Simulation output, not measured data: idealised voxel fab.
Module name: voxel self aligned contacts (process module)
We display cut, a cross-section 235 nm in width whose square cells are each 5 nm.
Cross-section format: a grid of square cells, given as bands from top to bottom; each band is one or more rows of cells. Per band: top height and bottom height in nm, followed by the left-to-right materials and their widths in nm; "all across" marks a single material spanning edge to edge, "air" marks empty space. Heights from 0 (as-received wafer is one material below). Bottom band endless downward, as "0..down". A two-number width, for instance "30->40", indicates that the width is equal to the first number in the top row of the band and to the second number in the bottom row, and that it changes by a constant amount per row of cells. "all unchanged" means the step left every cell of the cross-section as it was. Entry "Voids, enclosed". Content: empty spaces with no open connection to the top, size 8 cells or greater. Each: width x height at distance. Distance: from left edge. Unit: nm. Past the settings on a step's line: simulator remark, on that step. overlay nm: right-of-plan distance of the mask on a masked step; negative values mean left-of-plan.
[Here's what the planned process steps look like]
1,RECEIVE | material Si
2,OXIDIZE | depth nm 5
3,DIRECTIONAL_DEP | material polySi | thk nm 20
4,DIRECTIONAL_DEP | material SiN | thk nm 20
5,MASKED_ETCH | tone cover | mask id GATE | width nm 30 | pitch nm 70 | etch materials SiN | depth nm 20 | overlay nm 0
6,MASKED_ETCH | tone cover | mask id GATE | width nm 30 | pitch nm 70 | etch materials polySi | depth nm 20 | overlay nm 0
7,CONFORMAL_DEP | material SiN | thk nm 5
8,DIRECTIONAL_ETCH | etch materials SiN | depth nm 10
9,FILL_DEP | material SiO2 | thk nm 10
10,CMP | height nm 45
11,DIRECTIONAL_DEP | material aC | thk nm 10
12,PATTERN | tone open | mask id CONTACT | material resist | width nm 50 | thk nm 30 | overlay nm 0
13,DIRECTIONAL_ETCH | etch materials aC | depth nm 10
14,STRIP | etch materials resist
15,DIRECTIONAL_ETCH | etch materials SiO2 | depth nm 50
16,STRIP | etch materials aC
17,CONFORMAL_DEP | material TiN | thk nm 5
18,FILL_DEP | material Ru | thk nm 10
19,CMP | height nm 45
20,CONFORMAL_DEP | material SiN | thk nm 5
Quick note for whoever runs this: the wafers start identical, but the thk nm at step 7 isn't the same across them. The plan just shows what the first wafer had.
[Cross-section of the first of several received wafers, showing its state after step 1]
  0..down = Si all across
  Voids, enclosed: none
[Depicted here is the first of several wafers in cross-section, at module completion following the last step, step 20]
  50..45 = SiN all across
  45..35 = SiO2: 90 / TiN: 5->15 / Ru: 40->20 / TiN: 5->15 / SiO2: 95
  35..20 = SiO2: 60 / SiN: 40 / TiN: 5 / Ru: 20 / TiN: 5 / SiN: 40 / SiO2: 65
  20..0 = SiO2: 60 / SiN: 5 / polySi: 30 / SiN: 5 / TiN: 5 / Ru: 20 / TiN: 5 / SiN: 5 / polySi: 30 / SiN: 5 / SiO2: 65
  0..-5 = SiO2: 100 / TiN: 30 / SiO2: 105
  -5..down = Si all across
  Voids, enclosed: none
[Here we cross-sectioned the last of the wafers once the module was done]
  50..45 = SiN all across
  45..20 = SiO2: 40 / SiN: 150 / SiO2: 45
  20..15 = SiO2: 40 / SiN: 25 / polySi: 30 / SiN: 40 / polySi: 30 / SiN: 25 / SiO2: 45
  15..0 = SiN: 65 / polySi: 30 / SiN: 40 / polySi: 30 / SiN: 70
  0..-5 = SiO2 all across
  -5..down = Si all across
  Voids, enclosed: none
[Below, a row for every wafer. Read it as the end-of-module picture: for each material the wafer shows its cells gained (+) or lost (-) since it was received, and then its closed voids]
thk nm 5, +40 Ru, -47 Si, +111 SiN, +290 SiO2, +28 TiN, +48 polySi, Voids, enclosed: none
thk nm 10, +18 Ru, -47 Si, +159 SiN, +264 SiO2, +28 TiN, +48 polySi, Voids, enclosed: none
thk nm 15, -47 Si, +238 SiN, +215 SiO2, +16 TiN, +48 polySi, Voids, enclosed: none
thk nm 20, -47 Si, +289 SiN, +180 SiO2, +48 polySi, Voids, enclosed: none
thk nm 25, -47 Si, +320 SiN, +149 SiO2, +48 polySi, Voids, enclosed: none
